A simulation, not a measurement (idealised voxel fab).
Process module in this document: voxel transistor to metal
The cross-section shown here is cut; it is 240 nm wide and divided into square cells measuring 5 nm on a side.
A cross-section in this document is a grid of square cells, and it is written down as bands, the top band listed before the ones below it; a band is made up of one or more rows of cells. It is stipulated that each band's entry specify, in nanometres, the height of the top of the band and then that of its bottom, followed by the materials of the band in left-to-right sequence, each together with its width in nanometres. A single material marked by the word "edge to edge" is understood to fill the band from edge to edge; the word "empty" is understood to denote empty space. Heights are reckoned from 0. Under this level, the received wafer is all of one material. The bottommost band is open-ended downward, for example "top 0, no bottom". When a width is written as two numbers, as in "30..40", the first number is the width in the top row of cells of the band and the second is the width in its bottom row, and the width changes by the same amount from each row to the next. Where a step carries "nothing different", the cross-section came out of it unchanged, cell for cell. Each empty space that has no open way to the top and spans at least 8 cells appears under "Cavities, closed" as width x height at distance, the distance counted from the left edge, all in nm. On each step's line, the part that comes after the settings is the simulator's own comment on the step. overlay nm: how far to the right of its planned place the mask lay on this masked step (negative: to the left).

PROCESS STEPS - PLAN
1. RECEIVE,material Si
2. CONFORMAL_DEP,material SiO2,thk nm 5
3. CONFORMAL_DEP,material SiN,thk nm 15
4. PATTERN,tone cover,mask id ACTIVE,material resist,width nm 95,pitch nm 115,thk nm 15,overlay nm 0
5. DIRECTIONAL_ETCH,etch materials SiN,depth nm 15
6. DIRECTIONAL_ETCH,etch materials SiO2,depth nm 5
7. DIRECTIONAL_ETCH,etch materials Si,depth nm 35
8. STRIP,etch materials resist
9. OXIDIZE,depth nm 5
10. FILL_DEP,material SiO2,thk nm 5
11. CMP,height nm 20
12. SELECTIVE_ETCH,etch materials SiO2,depth nm 10
13. STRIP,etch materials SiN
14. SELECTIVE_ETCH,etch materials SiO2,depth nm 5
15. OXIDIZE,depth nm 5
16. DIRECTIONAL_DEP,material polySi,thk nm 20
17. DIRECTIONAL_DEP,material SiCN,thk nm 15
18. DIRECTIONAL_DEP,material aC,thk nm 15
19. PATTERN,tone cover,mask id GATE,material resist,width nm 15,pitch nm 115,thk nm 30,overlay nm 0
20. DIRECTIONAL_ETCH,etch materials aC,depth nm 15
21. STRIP,etch materials resist
22. DIRECTIONAL_ETCH,etch materials SiCN,depth nm 25
23. DIRECTIONAL_ETCH,etch materials polySi,depth nm 30
24. STRIP,etch materials aC
25. CONFORMAL_DEP,material SiN,thk nm 10
26. DIRECTIONAL_ETCH,etch materials SiN,depth nm 10
27. DIRECTIONAL_ETCH,etch materials SiO2,depth nm 5
28. DIRECTIONAL_ETCH,etch materials Si,depth nm 10
29. EPI,material pSi,thk nm 10
30. FILL_DEP,material SiO2,thk nm 10
31. CMP,height nm 35
32. DIRECTIONAL_DEP,material SiO2,thk nm 10
33. PATTERN,tone open,mask id CONTACT,material resist,width nm 30,thk nm 15,overlay nm 0
34. DIRECTIONAL_ETCH,etch materials SiO2,depth nm 50
35. STRIP,etch materials resist
36. CONFORMAL_DEP,material TiN,thk nm 5
37. FILL_DEP,material Ru,thk nm 5
38. CMP,height nm 45
39. DIRECTIONAL_DEP,material TiN,thk nm 5
40. DIRECTIONAL_DEP,material W,thk nm 15
41. MASKED_ETCH,tone cover,mask id METAL_1,width nm 15,etch materials W,depth nm 15,overlay nm 0
42. MASKED_ETCH,tone cover,mask id METAL_1,width nm 15,etch materials TiN,depth nm 5,overlay nm 0
43. FILL_DEP,material SiO2,thk nm 5
44. CMP,height nm 65
45. CONFORMAL_DEP,material SiN,thk nm 5

RECEIVED-STATE CROSS-SECTION, REFLECTING COMPLETION OF STEP 1
* top 0, no bottom  Si edge to edge
* Cavities, closed: none

FINAL WAFER PROFILE IN CROSS-SECTION AFTER THE MODULE, FROM THE SAME START AND PLAN AS ABOVE, WITH ONE MISTAKE MADE DURING PROCESSING
* top 70, bottom 65  SiN edge to edge
* top 65, bottom 50  20 SiO2, then 15 W, then 55 SiO2, then 15 W, then 30 SiO2, then 15 W, then 55 SiO2, then 15 W, then 20 SiO2
* top 50, bottom 45  20 SiO2, then 15 TiN, then 55 SiO2, then 15 TiN, then 30 SiO2, then 15 TiN, then 55 SiO2, then 15 TiN, then 20 SiO2
* top 45, bottom 35  20 SiO2, then 5 TiN, then 20..15 Ru, then 5..10 TiN, then 25 SiO2, then 5..15 TiN, then 20..10 Ru, then 5 TiN, then 30 SiO2, then 5 TiN, then 20..15 Ru, then 5..10 TiN, then 25 SiO2, then 5..15 TiN, then 20..10 Ru, then 5 TiN, then 20 SiO2
* top 35, bottom 20  20 SiO2, then 5 TiN, then 15 Ru, then 5 TiN, then 10 SiN, then 20 SiCN, then 10 SiN, then 5 TiN, then 10 Ru, then 5 TiN, then 30 SiO2, then 5 TiN, then 15 Ru, then 5 TiN, then 10 SiN, then 20 SiCN, then 10 SiN, then 5 TiN, then 10 Ru, then 5 TiN, then 20 SiO2
* top 20, bottom 10  20 SiO2, then 5 TiN, then 15 Ru, then 5 TiN, then 10 SiN, then 20 polySi, then 10 SiN, then 5 TiN, then 10 Ru, then 5 TiN, then 30 SiO2, then 5 TiN, then 15 Ru, then 5 TiN, then 10 SiN, then 20 polySi, then 10 SiN, then 5 TiN, then 10 Ru, then 5 TiN, then 20 SiO2
* top 10, bottom 5  20 SiO2, then 5 TiN, then 5 Ru, then 15 TiN, then 10 SiN, then 20 polySi, then 10 SiN, then 20 TiN, then 30 SiO2, then 5 TiN, then 5 Ru, then 15 TiN, then 10 SiN, then 20 polySi, then 10 SiN, then 20 TiN, then 20 SiO2
* top 5, bottom 0  10 SiO2, then 10 SiN, then 5 TiN, then 5 Ru, then 5 TiN, then 10 pSi, then 10 SiN, then 20 polySi, then 10 SiN, then 10 pSi, then 10 TiN, then 10 SiN, then 10 SiO2, then 10 SiN, then 5 TiN, then 5 Ru, then 5 TiN, then 10 pSi, then 10 SiN, then 20 polySi, then 10 SiN, then 10 pSi, then 10 TiN, then 10 SiN, then 10 SiO2
* top 0, bottom -5  20 SiO2, then 15 TiN, then 10 pSi, then 40 SiO2, then 10 pSi, then 10 TiN, then 30 SiO2, then 15 TiN, then 10 pSi, then 40 SiO2, then 10 pSi, then 10 TiN, then 20 SiO2
* top -5, bottom -15  20 SiO2, then 25 pSi, then 40 Si, then 20 pSi, then 30 SiO2, then 25 pSi, then 40 Si, then 20 pSi, then 20 SiO2
* top -15, bottom -40  20 SiO2, then 85 Si, then 30 SiO2, then 85 Si, then 20 SiO2
* top -40, no bottom  Si edge to edge
* Cavities, closed: none
Deviation from plan: step 19 changed vs plan, executed as PATTERN,tone cover,mask id GATE,material resist,width nm 20,pitch nm 115,thk nm 30,overlay nm 0
